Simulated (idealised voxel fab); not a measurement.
This section sets out a process module, namely voxel wiring stack.
Square cells of 5 nm make up the cross-section cut, whose width is 260 nm.
Just so we're on the same page, the cross-sections are grids of square cells, and they're listed out in bands top to bottom, each band one or more rows deep.
This entry defines a band. It first specifies the height of the band's top and the height of its bottom in nm, and then specifies the band's materials from left to right, stating each material with its width in nm. The word "throughout" identifies a single material that fills the band from edge to edge, while the word "blank" identifies empty space.
Measure heights from 0. That's the level where, below it, the as-received wafer is all one material. The lowest band is bottomless and extends downward; write it as in "0..down".
A two-number width, for instance "30..40", indicates that the width is equal to the first number in the top row of the band and to the second number in the bottom row, and that it changes by a constant amount per row of cells.
Key: "changes: none" - step with no changed cell in the cross-section.
You'll see "Cavities, sealed" listing empty spaces that have no way open to the top, as long as they're 8 cells or more; the notation is width x height at distance, where the distance is from the left edge, and all of it is in nm.
Past the settings on a step's line: simulator remark, on that step.
If you see "overlay nm" on a step's line and that step has a mask, it's telling you how far right of where it was planned the mask ended up; a negative number means it went left instead.
This section lists the process steps that were planned
1 RECEIVE [material Si]
2 CONFORMAL_DEP [material SiO2] [thk nm 10]
3 DIRECTIONAL_DEP [material TiN] [thk nm 5]
4 DIRECTIONAL_DEP [material Ru] [thk nm 25]
5 MASKED_ETCH [tone cover] [mask id METAL_1] [width nm 25] [pitch nm 45] [etch materials Ru] [depth nm 25] [overlay nm 0]
6 MASKED_ETCH [tone cover] [mask id METAL_1] [width nm 25] [pitch nm 45] [etch materials TiN] [depth nm 5] [overlay nm 0]
7 FILL_DEP [material lowk] [thk nm 10]
8 CMP [height nm 40]
9 CONFORMAL_DEP [material SiCN] [thk nm 5]
10 DIRECTIONAL_DEP [material lowk] [thk nm 30]
11 PATTERN [tone open] [mask id METAL_2] [material resist] [width nm 25] [pitch nm 45] [thk nm 20] [overlay nm 0]
12 DIRECTIONAL_ETCH [etch materials lowk] [depth nm 20]
13 STRIP [etch materials resist]
14 PATTERN [tone open] [mask id METAL_2_HOLES] [material resist] [width nm 15] [pitch nm 45] [thk nm 15] [overlay nm 0]
15 DIRECTIONAL_ETCH [etch materials lowk] [depth nm 10]
16 DIRECTIONAL_ETCH [etch materials SiCN] [depth nm 5]
17 STRIP [etch materials resist]
18 CONFORMAL_DEP [material TiN] [thk nm 5]
19 FILL_DEP [material Ru] [thk nm 5]
20 CMP [height nm 75]
21 CONFORMAL_DEP [material SiCN] [thk nm 5]
22 DIRECTIONAL_DEP [material lowk] [thk nm 10]
23 DIRECTIONAL_DEP [material aC] [thk nm 10]
24 PATTERN [tone open] [mask id PLUG_2] [material resist] [width nm 15] [pitch nm 45] [thk nm 30] [overlay nm 0]
25 DIRECTIONAL_ETCH [etch materials aC] [depth nm 10]
26 STRIP [etch materials resist]
27 DIRECTIONAL_ETCH [etch materials lowk] [depth nm 10]
28 DIRECTIONAL_ETCH [etch materials SiCN] [depth nm 5]
29 STRIP [etch materials aC]
30 EPI [material Ru] [thk nm 10]
31 EPI [material Ru] [thk nm 5]
32 DIRECTIONAL_DEP [material TiN] [thk nm 5]
33 DIRECTIONAL_DEP [material W] [thk nm 25]
34 PATTERN [tone cover] [mask id METAL_3] [material resist] [width nm 25] [pitch nm 45] [thk nm 20] [overlay nm 0]
35 DIRECTIONAL_ETCH [etch materials W] [depth nm 25]
36 DIRECTIONAL_ETCH [etch materials TiN] [depth nm 5]
37 STRIP [etch materials resist]
38 FILL_DEP [material lowk] [thk nm 10]
39 CMP [height nm 120]
40 CONFORMAL_DEP [material SiN] [thk nm 5]
First out of two wafers; run went to plan
As received (post step 1): cross-section
- 0..down: Si throughout
- Cavities, sealed: none
Presented here is a cross-section of the wafer after step 2 has been performed
- 10..0: SiO2 throughout
- Below a height of 0, the structure has not been altered.
Presented here is a cross-section of the wafer after step 3 has been performed
- 15..10: TiN throughout
- Below a height of 10, the structure has not been altered.
Presented here is a cross-section of the wafer after step 4 has been performed
- 40..15: Ru throughout
- Below a height of 15, the structure has not been altered.
Presented here is a cross-section of the wafer after step 5 has been performed
- 40..15: 95 nm blank / 25 nm Ru / 20 nm blank / 25 nm Ru / 95 nm blank
- Below a height of 15, the structure has not been altered.
Presented here is a cross-section of the wafer after step 6 has been performed
- 40..15: 95 nm blank / 25 nm Ru / 20 nm blank / 25 nm Ru / 95 nm blank
- 15..10: 95 nm blank / 25 nm TiN / 20 nm blank / 25 nm TiN / 95 nm blank
- Below a height of 10, the structure has not been altered.
Presented here is a cross-section of the wafer after step 7 has been performed
- 50..40: lowk throughout
- 40..15: 95 nm lowk / 25 nm Ru / 20 nm lowk / 25 nm Ru / 95 nm lowk
- 15..10: 95 nm lowk / 25 nm TiN / 20 nm lowk / 25 nm TiN / 95 nm lowk
- Below a height of 10, the structure has not been altered.
Presented here is a cross-section of the wafer after step 8 has been performed
- 40..15: 95 nm lowk / 25 nm Ru / 20 nm lowk / 25 nm Ru / 95 nm lowk
- Below a height of 15, the structure has not been altered.
Presented here is a cross-section of the wafer after step 9 has been performed
- 45..40: SiCN throughout
- Below a height of 40, the structure has not been altered.
Presented here is a cross-section of the wafer after step 10 has been performed
- 75..45: lowk throughout
- Below a height of 45, the structure has not been altered.
Presented here is a cross-section of the wafer after step 11 has been performed
- 95..75: 95 nm resist / 25 nm blank / 20 nm resist / 25 nm blank / 95 nm resist
- Below a height of 75, the structure has not been altered.
Presented here is a cross-section of the wafer after step 12 has been performed
- 95..75: 95 nm resist / 25 nm blank / 20 nm resist / 25 nm blank / 95 nm resist
- 75..55: 95 nm lowk / 25 nm blank / 20 nm lowk / 25 nm blank / 95 nm lowk
- Below a height of 55, the structure has not been altered.
Presented here is a cross-section of the wafer after step 13 has been performed
- 75..55: 95 nm lowk / 25 nm blank / 20 nm lowk / 25 nm blank / 95 nm lowk
- Below a height of 55, the structure has not been altered.
Presented here is a cross-section of the wafer after step 14 has been performed
- 90..75: 95 nm resist / 15 nm blank / 30 nm resist / 15 nm blank / 105 nm resist
- 75..55: 95 nm lowk / 15 nm blank / 10 nm resist / 20 nm lowk / 15 nm blank / 10 nm resist / 95 nm lowk
- Below a height of 55, the structure has not been altered.
Presented here is a cross-section of the wafer after step 15 has been performed
- 90..75: 95 nm resist / 15 nm blank / 30 nm resist / 15 nm blank / 105 nm resist
- 75..55: 95 nm lowk / 15 nm blank / 10 nm resist / 20 nm lowk / 15 nm blank / 10 nm resist / 95 nm lowk
- 55..45: 95 nm lowk / 15 nm blank / 30 nm lowk / 15 nm blank / 105 nm lowk
- Below a height of 45, the structure has not been altered.
Presented here is a cross-section of the wafer after step 16 has been performed
- 90..75: 95 nm resist / 15 nm blank / 30 nm resist / 15 nm blank / 105 nm resist
- 75..55: 95 nm lowk / 15 nm blank / 10 nm resist / 20 nm lowk / 15 nm blank / 10 nm resist / 95 nm lowk
- 55..45: 95 nm lowk / 15 nm blank / 30 nm lowk / 15 nm blank / 105 nm lowk
- 45..40: 95 nm SiCN / 15 nm blank / 30 nm SiCN / 15 nm blank / 105 nm SiCN
- Below a height of 40, the structure has not been altered.
Presented here is a cross-section of the wafer after step 17 has been performed
- 75..55: 95 nm lowk / 25 nm blank / 20 nm lowk / 25 nm blank / 95 nm lowk
- Below a height of 55, the structure has not been altered.
Presented here is a cross-section of the wafer after step 18 has been performed
- 80..75: 100 nm TiN / 15 nm blank / 30 nm TiN / 15 nm blank / 100 nm TiN
- 75..60: 95 nm lowk / 5 nm TiN / 15 nm blank / 5 nm TiN / 20 nm lowk / 5 nm TiN / 15 nm blank / 5 nm TiN / 95 nm lowk
- 60..55: 95 nm lowk / 5 nm TiN / 5 nm blank / 15 nm TiN / 20 nm lowk / 5 nm TiN / 5 nm blank / 15 nm TiN / 95 nm lowk
- 55..45: 95 nm lowk / 5 nm TiN / 5 nm blank / 5 nm TiN / 30 nm lowk / 5 nm TiN / 5 nm blank / 5 nm TiN / 105 nm lowk
- 45..40: 95 nm SiCN / 15 nm TiN / 30 nm SiCN / 15 nm TiN / 105 nm SiCN
- Below a height of 40, the structure has not been altered.
Presented here is a cross-section of the wafer after step 19 has been performed
- 85..80: Ru throughout
- 80..75: 100 nm TiN / 15 nm Ru / 30 nm TiN / 15 nm Ru / 100 nm TiN
- 75..60: 95 nm lowk / 5 nm TiN / 15 nm Ru / 5 nm TiN / 20 nm lowk / 5 nm TiN / 15 nm Ru / 5 nm TiN / 95 nm lowk
- 60..55: 95 nm lowk / 5 nm TiN / 5 nm Ru / 15 nm TiN / 20 nm lowk / 5 nm TiN / 5 nm Ru / 15 nm TiN / 95 nm lowk
- 55..45: 95 nm lowk / 5 nm TiN / 5 nm Ru / 5 nm TiN / 30 nm lowk / 5 nm TiN / 5 nm Ru / 5 nm TiN / 105 nm lowk
- Below a height of 45, the structure has not been altered.
Presented here is a cross-section of the wafer after step 20 has been performed
- 75..60: 95 nm lowk / 5 nm TiN / 15 nm Ru / 5 nm TiN / 20 nm lowk / 5 nm TiN / 15 nm Ru / 5 nm TiN / 95 nm lowk
- Below a height of 60, the structure has not been altered.
Presented here is a cross-section of the wafer after step 21 has been performed
- 80..75: SiCN throughout
- Below a height of 75, the structure has not been altered.
Presented here is a cross-section of the wafer after step 22 has been performed
- 90..80: lowk throughout
- Below a height of 80, the structure has not been altered.
Presented here is a cross-section of the wafer after step 23 has been performed
- 100..90: aC throughout
- Below a height of 90, the structure has not been altered.
Presented here is a cross-section of the wafer after step 24 has been performed
- 130..100: 95 nm resist / 15 nm blank / 30 nm resist / 15 nm blank / 105 nm resist
- Below a height of 100, the structure has not been altered.
Presented here is a cross-section of the wafer after step 25 has been performed
- 120..100: 95 nm resist / 15 nm blank / 30 nm resist / 15 nm blank / 105 nm resist
- 100..90: 95 nm aC / 15 nm blank / 30 nm aC / 15 nm blank / 105 nm aC
- Below a height of 90, the structure has not been altered.
Presented here is a cross-section of the wafer after step 26 has been performed
- 100..90: 95 nm aC / 15 nm blank / 30 nm aC / 15 nm blank / 105 nm aC
- Below a height of 90, the structure has not been altered.
Presented here is a cross-section of the wafer after step 27 has been performed
- 100..90: 95 nm aC / 15 nm blank / 30 nm aC / 15 nm blank / 105 nm aC
- 90..80: 95 nm lowk / 15 nm blank / 30 nm lowk / 15 nm blank / 105 nm lowk
- Below a height of 80, the structure has not been altered.
Presented here is a cross-section of the wafer after step 28 has been performed
- 100..90: 95 nm aC / 15 nm blank / 30 nm aC / 15 nm blank / 105 nm aC
- 90..80: 95 nm lowk / 15 nm blank / 30 nm lowk / 15 nm blank / 105 nm lowk
- 80..75: 95 nm SiCN / 15 nm blank / 30 nm SiCN / 15 nm blank / 105 nm SiCN
- Below a height of 75, the structure has not been altered.
Presented here is a cross-section of the wafer after step 29 has been performed
- 90..80: 95 nm lowk / 15 nm blank / 30 nm lowk / 15 nm blank / 105 nm lowk
- Below a height of 80, the structure has not been altered.
Presented here is a cross-section of the wafer after step 30 has been performed
- 90..85: 95 nm lowk / 15 nm blank / 30 nm lowk / 15 nm blank / 105 nm lowk
- 85..80: 95 nm lowk / 15 nm Ru / 30 nm lowk / 15 nm Ru / 105 nm lowk
- 80..75: 95 nm SiCN / 15 nm Ru / 30 nm SiCN / 15 nm Ru / 105 nm SiCN
- Below a height of 75, the structure has not been altered.
Presented here is a cross-section of the wafer after step 31 has been performed
- 90..80: 95 nm lowk / 15 nm Ru / 30 nm lowk / 15 nm Ru / 105 nm lowk
- Below a height of 80, the structure has not been altered.
Presented here is a cross-section of the wafer after step 32 has been performed
- 95..90: TiN throughout
- Below a height of 90, the structure has not been altered.
Presented here is a cross-section of the wafer after step 33 has been performed
- 120..95: W throughout
- Below a height of 95, the structure has not been altered.
Presented here is a cross-section of the wafer after step 34 has been performed
- 140..120: 95 nm blank / 25 nm resist / 20 nm blank / 25 nm resist / 95 nm blank
- Below a height of 120, the structure has not been altered.
Presented here is a cross-section of the wafer after step 35 has been performed
- 140..120: 95 nm blank / 25 nm resist / 20 nm blank / 25 nm resist / 95 nm blank
- 120..95: 95 nm blank / 25 nm W / 20 nm blank / 25 nm W / 95 nm blank
- Below a height of 95, the structure has not been altered.
Presented here is a cross-section of the wafer after step 36 has been performed
- 140..120: 95 nm blank / 25 nm resist / 20 nm blank / 25 nm resist / 95 nm blank
- 120..95: 95 nm blank / 25 nm W / 20 nm blank / 25 nm W / 95 nm blank
- 95..90: 95 nm blank / 25 nm TiN / 20 nm blank / 25 nm TiN / 95 nm blank
- Below a height of 90, the structure has not been altered.
Presented here is a cross-section of the wafer after step 37 has been performed
- 120..95: 95 nm blank / 25 nm W / 20 nm blank / 25 nm W / 95 nm blank
- Below a height of 95, the structure has not been altered.
Presented here is a cross-section of the wafer after step 38 has been performed
- 130..120: lowk throughout
- 120..95: 95 nm lowk / 25 nm W / 20 nm lowk / 25 nm W / 95 nm lowk
- 95..90: 95 nm lowk / 25 nm TiN / 20 nm lowk / 25 nm TiN / 95 nm lowk
- Below a height of 90, the structure has not been altered.
Presented here is a cross-section of the wafer after step 39 has been performed
- 120..95: 95 nm lowk / 25 nm W / 20 nm lowk / 25 nm W / 95 nm lowk
- Below a height of 95, the structure has not been altered.
Presented here is a cross-section of the wafer after step 40 has been performed
- 125..120: SiN throughout
- Below a height of 120, the structure has not been altered.
Second Wafer (Identical Start and Plan, One Processing Error; Matches First Wafer Through Step 29)
Cross-section of the second wafer at the time step 30 of the plan should have ended
- 95..90: 90 nm blank / 25 nm Ru / 20 nm blank / 25 nm Ru / 100 nm blank
- 90..80: 95 nm lowk / 15 nm Ru / 30 nm lowk / 15 nm Ru / 105 nm lowk
- 80..75: 95 nm SiCN / 15 nm Ru / 30 nm SiCN / 15 nm Ru / 105 nm SiCN
- Below a height of 75, the structure has not been altered.
Cross-section of the second wafer at the time step 31 of the plan should have ended
- 100..90: 85 nm blank / 35 nm Ru / 10 nm blank / 35 nm Ru / 95 nm blank
- Below a height of 90, the structure has not been altered.
Cross-section of the second wafer at the time step 32 of the plan should have ended
- 105..100: 85 nm blank / 35 nm TiN / 10 nm blank / 35 nm TiN / 95 nm blank
- 100..95: 85 nm blank / 35 nm Ru / 10 nm blank / 35 nm Ru / 95 nm blank
- 95..90: 85 nm TiN / 35 nm Ru / 10 nm TiN / 35 nm Ru / 95 nm TiN
- Below a height of 90, the structure has not been altered.
Cross-section of the second wafer at the time step 33 of the plan should have ended
- 130..120: 85 nm blank / 35 nm W / 10 nm blank / 35 nm W / 95 nm blank
- 120..105: W throughout
- 105..100: 85 nm W / 35 nm TiN / 10 nm W / 35 nm TiN / 95 nm W
- 100..95: 85 nm W / 35 nm Ru / 10 nm W / 35 nm Ru / 95 nm W
- Below a height of 95, the structure has not been altered.
Cross-section of the second wafer at the time step 34 of the plan should have ended
- 150..130: 95 nm blank / 25 nm resist / 20 nm blank / 25 nm resist / 95 nm blank
- Below a height of 130, the structure has not been altered.
Cross-section of the second wafer at the time step 35 of the plan should have ended
- 150..130: 95 nm blank / 25 nm resist / 20 nm blank / 25 nm resist / 95 nm blank
- 130..105: 95 nm blank / 25 nm W / 20 nm blank / 25 nm W / 95 nm blank
- 105..100: 85 nm blank / 35 nm TiN / 10 nm blank / 35 nm TiN / 95 nm blank
- 100..95: 85 nm blank / 35 nm Ru / 10 nm blank / 35 nm Ru / 95 nm blank
- Below a height of 95, the structure has not been altered.
Cross-section of the second wafer at the time step 36 of the plan should have ended
- 150..130: 95 nm blank / 25 nm resist / 20 nm blank / 25 nm resist / 95 nm blank
- 130..105: 95 nm blank / 25 nm W / 20 nm blank / 25 nm W / 95 nm blank
- 105..100: 95 nm blank / 25 nm TiN / 20 nm blank / 25 nm TiN / 95 nm blank
- 100..90: 85 nm blank / 35 nm Ru / 10 nm blank / 35 nm Ru / 95 nm blank
- Below a height of 90, the structure has not been altered.
Cross-section of the second wafer at the time step 37 of the plan should have ended
- 130..105: 95 nm blank / 25 nm W / 20 nm blank / 25 nm W / 95 nm blank
- Below a height of 105, the structure has not been altered.
Cross-section of the second wafer at the time step 38 of the plan should have ended
- 140..130: lowk throughout
- 130..105: 95 nm lowk / 25 nm W / 20 nm lowk / 25 nm W / 95 nm lowk
- 105..100: 95 nm lowk / 25 nm TiN / 20 nm lowk / 25 nm TiN / 95 nm lowk
- 100..90: 85 nm lowk / 35 nm Ru / 10 nm lowk / 35 nm Ru / 95 nm lowk
- Below a height of 90, the structure has not been altered.
Cross-section of the second wafer at the time step 39 of the plan should have ended
- 120..105: 95 nm lowk / 25 nm W / 20 nm lowk / 25 nm W / 95 nm lowk
- Below a height of 105, the structure has not been altered.
Cross-section of the second wafer at the time step 40 of the plan should have ended
- 125..120: SiN throughout
- Below a height of 120, the structure has not been altered.
Nonconformance to the process plan: step 30 of the plan was executed twice over
at the end the second wafer has, in cells: Ru: 28 more, W: 20 fewer, lowk: 8 fewer
